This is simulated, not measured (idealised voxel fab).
Process module, titled voxel trench capacitor
In the cross-section labelled cut, the width is 140 nm and each square cell is 5 nm.
How to read a cross-section here: the picture is a grid of square cells, written as bands going from the top down, and any band can span one or more rows of cells. What a band's entry tells you: where the top is and where the bottom is, as heights in nm, and after that what lies inside, material by material from left to right, each with its width in nm. Empty space is written as the word "air", and a single material marked with the word "throughout" occupies the band from edge to edge. Height 0 is the level under which the wafer as received is all one material. The lowest band goes on downwards, as in "0 nm and below". Top row gets the first number, bottom row gets the second, and each row in between changes by the same step: that is how a band width like "30..40" works. Step note "changes: none" = no cross-section cell changed. In "Enclosed cavities" the enclosed voids are listed, meaning empty spaces of 8 cells or larger without any opening to the top. The form is width x height at distance, distance from the left edge, units nm. Anything after a step's settings on that line? It's the simulator's own note about the step. "overlay nm" on a masked step: distance the mask lay right of its planned place, negative for left.

### The following list gives the planned process steps
1: RECEIVE [material Si]
2: CONFORMAL_DEP [material SiN] [thk nm 10]
3: DIRECTIONAL_DEP [material aC] [thk nm 10]
4: PATTERN [tone open] [mask id TRENCH] [material resist] [width nm 15] [pitch nm 35] [thk nm 25] [overlay nm -10]
5: DIRECTIONAL_ETCH [etch materials aC] [depth nm 10]
6: STRIP [etch materials resist]
7: DIRECTIONAL_ETCH [etch materials SiN] [depth nm 10]
8: DIRECTIONAL_ETCH [etch materials Si] [depth nm 25]
9: STRIP [etch materials aC]
10: CONFORMAL_DEP [material SiO2] [thk nm 5]
11: FILL_DEP [material polySi] [thk nm 10]
12: CMP [height nm 10]
The wafers in this document start out alike and differ in the overlay nm applied at step 4; the plan shows the value used for the first wafer.

### First wafer of several, as received: cross-section after step 1
- 0 nm and below: Si throughout
- Enclosed cavities: none

### Cross-sectional representation of the first of several wafers at the end of the module, i.e. after its terminal step, step 12
- 10 nm to 0 nm: 15 nm SiN / 5 nm SiO2 / 5 nm polySi / 5 nm SiO2 / 20 nm SiN / 5 nm SiO2 / 5 nm polySi / 5 nm SiO2 / 20 nm SiN / 5 nm SiO2 / 5 nm polySi / 5 nm SiO2 / 40 nm SiN
- 0 nm to -20 nm: 15 nm Si / 5 nm SiO2 / 5 nm polySi / 5 nm SiO2 / 20 nm Si / 5 nm SiO2 / 5 nm polySi / 5 nm SiO2 / 20 nm Si / 5 nm SiO2 / 5 nm polySi / 5 nm SiO2 / 40 nm Si
- -20 nm to -25 nm: 15 nm Si / 15 nm SiO2 / 20 nm Si / 15 nm SiO2 / 20 nm Si / 15 nm SiO2 / 40 nm Si
- -25 nm and below: Si throughout
- Enclosed cavities: none

### Cross-sectional depiction of the last of several wafers upon completion of the module
- 10 nm to 0 nm: 40 nm SiN / 5 nm SiO2 / 5 nm polySi / 5 nm SiO2 / 20 nm SiN / 5 nm SiO2 / 5 nm polySi / 5 nm SiO2 / 20 nm SiN / 5 nm SiO2 / 5 nm polySi / 5 nm SiO2 / 15 nm SiN
- 0 nm to -20 nm: 40 nm Si / 5 nm SiO2 / 5 nm polySi / 5 nm SiO2 / 20 nm Si / 5 nm SiO2 / 5 nm polySi / 5 nm SiO2 / 20 nm Si / 5 nm SiO2 / 5 nm polySi / 5 nm SiO2 / 15 nm Si
- -20 nm to -25 nm: 40 nm Si / 15 nm SiO2 / 20 nm Si / 15 nm SiO2 / 20 nm Si / 15 nm SiO2 / 15 nm Si
- -25 nm and below: Si throughout
- Enclosed cavities: none

### The rows of the table below are wafers. Looking at the end of the module, a row counts, for every material, the cells the wafer has gained, shown as (+), or lost, shown as (-), since it was received; its closed voids come next
overlay nm -10, -45 Si, +38 SiN, +45 SiO2, +18 polySi, Enclosed cavities: none
overlay nm -5, -45 Si, +38 SiN, +45 SiO2, +18 polySi, Enclosed cavities: none
overlay nm 0, -45 Si, +38 SiN, +45 SiO2, +18 polySi, Enclosed cavities: none
overlay nm 5, -45 Si, +38 SiN, +45 SiO2, +18 polySi, Enclosed cavities: none
overlay nm 10, -45 Si, +38 SiN, +45 SiO2, +18 polySi, Enclosed cavities: none
overlay nm 15, -45 Si, +38 SiN, +45 SiO2, +18 polySi, Enclosed cavities: none
